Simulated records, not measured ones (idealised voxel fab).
process module | voxel self aligned contacts
The figure presents cross-section cut, which has a width of 240 nm and is divided into square cells with an edge length of 5 nm.
Format of a cross-section: grid, square cells. Given as bands. Order: top down. Band: one or more rows of cells.
For a band, the entry starts with two heights in nm, that of the top and then that of the bottom, and carries on with the band's materials in order from left to right, each alongside its width in nm; the word "edge to edge" beside a single material means it fills the band edge to edge, and "blank" means empty space.
Heights are reckoned from 0. Under this level, the received wafer is all of one material. The bottommost band is open-ended downward, for example "0..down".
Width: "30 to 40" (first number = top row, second number = bottom row, same change from row to row of cells).
"nothing altered" for a step: no cell of the cross-section changed in that step.
"Closed internal voids" - sealed voids, min. 8 cells, no opening to top; format: width x height at distance (distance from left edge; nm throughout).
What comes after the settings on a step's line is commentary from the simulator itself on that step.
On any step carrying a mask, the "overlay nm" setting, if present on the step's line, tells how far right of its planned place the mask lay; negative values point to the left.

So here's the lineup of process steps we planned
1. RECEIVE, material Si
2. OXIDIZE, depth nm 5
3. DIRECTIONAL_DEP, material polySi, thk nm 30
4. DIRECTIONAL_DEP, material SiN, thk nm 20
5. DIRECTIONAL_DEP, material aC, thk nm 10
6. PATTERN, tone cover, mask id GATE, material resist, width nm 25, pitch nm 65, thk nm 30, overlay nm 0
7. DIRECTIONAL_ETCH, etch materials aC, depth nm 10
8. STRIP, etch materials resist
9. DIRECTIONAL_ETCH, etch materials SiN, depth nm 20
10. DIRECTIONAL_ETCH, etch materials polySi, depth nm 30
11. STRIP, etch materials aC
12. CONFORMAL_DEP, material SiN, thk nm 10
13. DIRECTIONAL_ETCH, etch materials SiN, depth nm 10
14. FILL_DEP, material SiO2, thk nm 15
15. CMP, height nm 60
16. DIRECTIONAL_DEP, material aC, thk nm 10
17. PATTERN, tone open, mask id CONTACT, material resist, width nm 50, thk nm 25, overlay nm 0
18. DIRECTIONAL_ETCH, etch materials aC, depth nm 10
19. STRIP, etch materials resist
20. DIRECTIONAL_ETCH, etch materials SiO2, depth nm 65
21. STRIP, etch materials aC
22. CONFORMAL_DEP, material TiN, thk nm 5
23. FILL_DEP, material W, thk nm 5
24. CMP, height nm 60
25. CONFORMAL_DEP, material SiN, thk nm 5

Cross-section of the wafer at receipt, which is the condition after step 1
> 0..down | Si edge to edge
> Closed internal voids: none

Figure: cross-sectional view of the wafer upon completion of the module, processed from the initial state and according to the plan depicted above, with one error introduced during execution
> 65..60 | SiN edge to edge
> 60..50 | SiO2: 95 | TiN: 5 | W: 40 | TiN: 5 | SiO2: 95
> 50..45 | SiO2: 95 | TiN: 15 | W: 20 | TiN: 15 | SiO2: 95
> 45..30 | SiO2: 70 | SiN: 35 | TiN: 5 | W: 20 | TiN: 5 | SiN: 35 | SiO2: 70
> 30..0 | SiO2: 70 | SiN: 5 | polySi: 25 | SiN: 5 | TiN: 5 | W: 20 | TiN: 5 | SiN: 5 | polySi: 25 | SiN: 5 | SiO2: 70
> 0..-5 | SiO2: 105 | TiN: 30 | SiO2: 105
> -5..down | Si edge to edge
> Closed internal voids: none
What broke from the plan during processing? step 12, actual vs plan mismatch, actual run CONFORMAL_DEP, material SiN, thk nm 5
